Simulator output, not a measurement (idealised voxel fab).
This is a process module. Its name is voxel gate over fins.
The cross-section on display is named cut; it measures 170 nm wide, and its cells are 5 nm squares.
We lay out every cross-section as a grid of square cells and spell it out in bands from the top down, where one band means one or more rows of cells. What a band's entry tells you: where the top is and where the bottom is, as heights in nm, and after that what lies inside, material by material from left to right, each with its width in nm. Empty space is written as the word "air", and a single material marked with the word "edge to edge" occupies the band from edge to edge. Heads up on the height convention: 0 is the point under which the incoming wafer is all one material, and the lowest band has no bottom, it just keeps going down, like "0 and below". You'd read "30..40" like this: the band's top row of cells is as wide as the first number, its bottom row is as wide as the second, and going down, every row changes width by the same amount as the row before did. "stayed the same", as given for a step, is the statement that not any cell of the cross-section underwent a change during that step. "Fully enclosed voids" lists enclosed empty spaces (at least 8 cells, no open path upward to the top), each as width x height at distance from the left edge, in nm. The remark found on a step's line after its settings is issued by the simulator itself and pertains to that step. overlay nm: on a step with a mask, how far right of its planned place the mask lay; negative means left.
THE STEPS PLANNED FOR THE PROCESS ARE AS FOLLOWS
1: RECEIVE (material Si)
2: CONFORMAL_DEP (material SiN; thk nm 5)
3: PATTERN (tone cover; mask id FINS; material resist; width nm 15; pitch nm 60; thk nm 20; overlay nm 0)
4: DIRECTIONAL_ETCH (etch materials SiN; depth nm 5)
5: DIRECTIONAL_ETCH (etch materials Si; depth nm 40)
6: STRIP (etch materials resist)
7: OXIDIZE (depth nm 5)
8: FILL_DEP (material SiO2; thk nm 15)
9: CMP (height nm 5)
10: DIRECTIONAL_DEP (material aC; thk nm 10)
11: PATTERN (tone open; mask id RAIL; material resist; width nm 15; thk nm 25; overlay nm 0)
12: DIRECTIONAL_ETCH (etch materials aC; depth nm 10)
13: STRIP (etch materials resist)
14: DIRECTIONAL_ETCH (etch materials SiO2; depth nm 40)
15: STRIP (etch materials aC)
16: CONFORMAL_DEP (material TiN; thk nm 5)
17: FILL_DEP (material W; thk nm 10)
18: CMP (height nm 5)
19: SELECTIVE_ETCH (etch materials W Ru TiN; depth nm 20)
20: FILL_DEP (material SiO2; thk nm 5)
21: CMP (height nm 5)
22: SELECTIVE_ETCH (etch materials SiO2; depth nm 15)
23: STRIP (etch materials SiN)
24: CONFORMAL_DEP (material HfO2; thk nm 5)
25: CONFORMAL_DEP (material TiN; thk nm 5)
26: FILL_DEP (material W; thk nm 15)
27: CMP (height nm 20)
28: CONFORMAL_DEP (material SiN; thk nm 10)
RECEIVED-STATE CROSS-SECTION, REFLECTING COMPLETION OF STEP 1
  0 and below: Si edge to edge
  Fully enclosed voids: none
FIRST WAFER AT THE END, AS PLANNED
  30 down to 20: SiN edge to edge
  20 down to 10: W edge to edge
  10 down to 5: W 10 / TiN 25 / W 35 / TiN 25 / W 35 / TiN 25 / W 15
  5 down to 0: W 10 / TiN 5 / HfO2 15 / TiN 5 / W 35 / TiN 5 / HfO2 15 / TiN 5 / W 35 / TiN 5 / HfO2 15 / TiN 5 / W 15
  0 down to -5: TiN 15 / HfO2 5 / Si 5 / HfO2 5 / TiN 45 / HfO2 5 / Si 5 / HfO2 5 / TiN 45 / HfO2 5 / Si 5 / HfO2 5 / TiN 20
  -5 down to -10: HfO2 20 / Si 5 / HfO2 55 / Si 5 / HfO2 55 / Si 5 / HfO2 25
  -10 down to -15: SiO2 20 / Si 5 / SiO2 55 / Si 5 / SiO2 55 / Si 5 / SiO2 25
  -15 down to -30: SiO2 20 / Si 5 / SiO2 20 / TiN 5 / W 5 / TiN 5 / SiO2 20 / Si 5 / SiO2 55 / Si 5 / SiO2 25
  -30 down to -35: SiO2 20 / Si 5 / SiO2 20 / TiN 15 / SiO2 20 / Si 5 / SiO2 55 / Si 5 / SiO2 25
  -35 down to -45: SiO2 20 / Si 5 / SiO2 55 / Si 5 / SiO2 55 / Si 5 / SiO2 25
  -45 and below: Si edge to edge
  Fully enclosed voids: none
SECOND OF TWO WAFERS, MODULE COMPLETE, SECTIONED: IT SHARES THE FIRST WAFER'S START AND PLAN BUT WAS RUN WITH ONE MISTAKE
  30 down to 20: SiN edge to edge
  20 down to 10: W edge to edge
  10 down to 5: W 10 / TiN 25 / W 35 / TiN 25 / W 35 / TiN 25 / W 15
  5 down to 0: W 10 / TiN 5 / HfO2 15 / TiN 5 / W 35 / TiN 5 / HfO2 15 / TiN 5 / W 35 / TiN 5 / HfO2 15 / TiN 5 / W 15
  0 down to -5: TiN 15 / HfO2 5 / Si 5 / HfO2 5 / TiN 45 / HfO2 5 / Si 5 / HfO2 5 / TiN 45 / HfO2 5 / Si 5 / HfO2 5 / TiN 20
  -5 down to -10: HfO2 20 / Si 5 / HfO2 55 / Si 5 / HfO2 55 / Si 5 / HfO2 25
  -10 down to -15: SiO2 20 / Si 5 / SiO2 55 / Si 5 / SiO2 55 / Si 5 / SiO2 25
  -15 down to -20: SiO2 20 / Si 5 / SiO2 20 / TiN 15 / SiO2 20 / Si 5 / SiO2 55 / Si 5 / SiO2 25
  -20 down to -45: SiO2 20 / Si 5 / SiO2 55 / Si 5 / SiO2 55 / Si 5 / SiO2 25
  -45 and below: Si edge to edge
  Fully enclosed voids: none
What went wrong in running the wafer? step 9 of the plan never got run, it was skipped over
Wrapping up, a cell-based count of both wafers puts the second over or under the first for these materials: +9 SiO2, -6 TiN, -3 W
